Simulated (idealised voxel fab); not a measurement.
The process module presented herein is designated voxel ribs on slabs.
Displayed cross-section: cut, width of 145 nm, square cells sized 5 nm.
Cross-section spec: square-cell grid; bands listed top down; each band is one or more rows.
Within each band entry, the heights of the top and of the bottom of the band appear first, in that order and in nm; the materials of the band then follow from left to right, each with its corresponding width in nm. The designation "full width" on a single material indicates that it fills the band from edge to edge; the designation "blank" indicates empty space.
For the purposes of this specification, 0 denotes the height below which the wafer in its as-received condition is composed wholly of one material, and the lowermost band, lacking a lower limit, extends downward without end, as expressed in "from 0 down".
It should be noted that a width expressed as "30 to 40" varies in equal increments from row to row of cells within the band, taking the value of the first number at the top row and that of the second number at the bottom row.
Where a step carries "nothing altered", the cross-section came out of it unchanged, cell for cell.
So "Voids lacking openings" is basically the list of trapped voids: any empty space of 8 cells or more that can't reach the top through an opening. They're written width x height at distance, the distance being from the left edge, and it's all nm.
Formally, on a step line, whatever follows the settings is a remark that the simulator itself makes on the step.
"overlay nm" on a masked step: distance the mask lay right of its planned place, negative for left.
## The steps planned for the process are as follows
1) RECEIVE (material Si)
2) DIRECTIONAL_DEP (material SiO2; thk nm 25)
3) DIRECTIONAL_DEP (material polySi; thk nm 15)
4) DIRECTIONAL_DEP (material aC; thk nm 10)
5) PATTERN (tone cover; mask id RIB; material resist; width nm 15; thk nm 30; overlay nm 0)
6) DIRECTIONAL_ETCH (etch materials aC; depth nm 10)
7) STRIP (etch materials resist)
8) DIRECTIONAL_ETCH (etch materials polySi; depth nm 10)
9) STRIP (etch materials aC)
10) MASKED_ETCH (tone cover; mask id SLAB; width nm 55; etch materials polySi; depth nm 5; overlay nm 0)
11) FILL_DEP (material SiO2; thk nm 25)
12) CMP (height nm 55)
13) DIRECTIONAL_DEP (material TiN; thk nm 10)
14) PATTERN (tone cover; mask id HEATER; material resist; width nm 25; thk nm 20; overlay nm 0)
15) DIRECTIONAL_ETCH (etch materials TiN; depth nm 10)
16) STRIP (etch materials resist)
17) CONFORMAL_DEP (material SiO2; thk nm 5)
## Account of the first of two wafers, which was processed as intended
## As-received wafer cross-section (after step 1)
	from 0 down: Si full width
	Voids lacking openings: none
## Wafer after step 2 (cross-section)
	from 25 to 0: SiO2 full width
	Heights below 0 show no change.
## Wafer after step 3 (cross-section)
	from 40 to 25: polySi full width
	Heights below 25 show no change.
## Wafer after step 4 (cross-section)
	from 50 to 40: aC full width
	Heights below 40 show no change.
## Wafer after step 5 (cross-section)
	from 80 to 50: 65 of blank; 15 of resist; 65 of blank
	Heights below 50 show no change.
## Wafer after step 6 (cross-section)
	from 70 to 50: 65 of blank; 15 of resist; 65 of blank
	from 50 to 40: 65 of blank; 15 of aC; 65 of blank
	Heights below 40 show no change.
## Wafer after step 7 (cross-section)
	from 50 to 40: 65 of blank; 15 of aC; 65 of blank
	Heights below 40 show no change.
## Wafer after step 8 (cross-section)
	from 50 to 40: 65 of blank; 15 of aC; 65 of blank
	from 40 to 30: 65 of blank; 15 of polySi; 65 of blank
	Heights below 30 show no change.
## Wafer after step 9 (cross-section)
	from 40 to 30: 65 of blank; 15 of polySi; 65 of blank
	Heights below 30 show no change.
## Wafer after step 10 (cross-section)
	from 40 to 30: 65 of blank; 15 of polySi; 65 of blank
	from 30 to 25: 45 of blank; 55 of polySi; 45 of blank
	Heights below 25 show no change.
## Wafer after step 11 (cross-section)
	from 65 to 40: SiO2 full width
	from 40 to 30: 65 of SiO2; 15 of polySi; 65 of SiO2
	from 30 to 25: 45 of SiO2; 55 of polySi; 45 of SiO2
	Heights below 25 show no change.
## Wafer after step 12 (cross-section)
	from 55 to 40: SiO2 full width
	Heights below 40 show no change.
## Wafer after step 13 (cross-section)
	from 65 to 55: TiN full width
	Heights below 55 show no change.
## Wafer after step 14 (cross-section)
	from 85 to 65: 60 of blank; 25 of resist; 60 of blank
	Heights below 65 show no change.
## Wafer after step 15 (cross-section)
	from 85 to 65: 60 of blank; 25 of resist; 60 of blank
	from 65 to 55: 60 of blank; 25 of TiN; 60 of blank
	Heights below 55 show no change.
## Wafer after step 16 (cross-section)
	from 65 to 55: 60 of blank; 25 of TiN; 60 of blank
	Heights below 55 show no change.
## Wafer after step 17 (cross-section)
	from 70 to 65: 55 of blank; 35 of SiO2; 55 of blank
	from 65 to 60: 55 of blank; 5 of SiO2; 25 of TiN; 5 of SiO2; 55 of blank
	from 60 to 55: 60 of SiO2; 25 of TiN; 60 of SiO2
	Heights below 55 show no change.
## Wafer two of two - same starting point, same process plan, one mistake in execution; matches wafer one up to and including step 2
## Second wafer: cross-section at the scheduled end of step 3
	from 35 to 25: aC full width
	Heights below 25 show no change.
## Second wafer: cross-section at the scheduled end of step 4
	from 50 to 35: polySi full width
	Heights below 35 show no change.
## Second wafer: cross-section at the scheduled end of step 5
	from 80 to 50: 65 of blank; 15 of resist; 65 of blank
	Heights below 50 show no change.
## Second wafer: cross-section at the scheduled end of step 6
	from 70 to 50: 65 of blank; 15 of resist; 65 of blank
	Heights below 50 show no change.
## Second wafer: cross-section at the scheduled end of step 7
	from 50 to 35: polySi full width
	Heights below 35 show no change.
## Second wafer: cross-section at the scheduled end of step 8
	from 40 to 35: polySi full width
	Heights below 35 show no change.
Second wafer: cross-section at the scheduled end of step 9: nothing altered
## Second wafer: cross-section at the scheduled end of step 10
	from 40 to 35: 45 of blank; 55 of polySi; 45 of blank
	Heights below 35 show no change.
## Second wafer: cross-section at the scheduled end of step 11
	from 65 to 40: SiO2 full width
	from 40 to 35: 45 of SiO2; 55 of polySi; 45 of SiO2
	Heights below 35 show no change.
## Second wafer: cross-section at the scheduled end of step 12
	from 55 to 40: SiO2 full width
	Heights below 40 show no change.
## Second wafer: cross-section at the scheduled end of step 13
	from 65 to 55: TiN full width
	Heights below 55 show no change.
## Second wafer: cross-section at the scheduled end of step 14
	from 85 to 65: 60 of blank; 25 of resist; 60 of blank
	Heights below 65 show no change.
## Second wafer: cross-section at the scheduled end of step 15
	from 85 to 65: 60 of blank; 25 of resist; 60 of blank
	from 65 to 55: 60 of blank; 25 of TiN; 60 of blank
	Heights below 55 show no change.
## Second wafer: cross-section at the scheduled end of step 16
	from 65 to 55: 60 of blank; 25 of TiN; 60 of blank
	Heights below 55 show no change.
## Second wafer: cross-section at the scheduled end of step 17
	from 70 to 65: 55 of blank; 35 of SiO2; 55 of blank
	from 65 to 60: 55 of blank; 5 of SiO2; 25 of TiN; 5 of SiO2; 55 of blank
	from 60 to 55: 60 of SiO2; 25 of TiN; 60 of SiO2
	Heights below 55 show no change.
Against the plan, the run slipped here: deviation from plan: step 4 and step 3 executed in one another's positions
Counted in cells at the end, the second wafer holds more or fewer of these materials than the first: 52 fewer of SiO2, 58 more of aC, 6 fewer of polySi
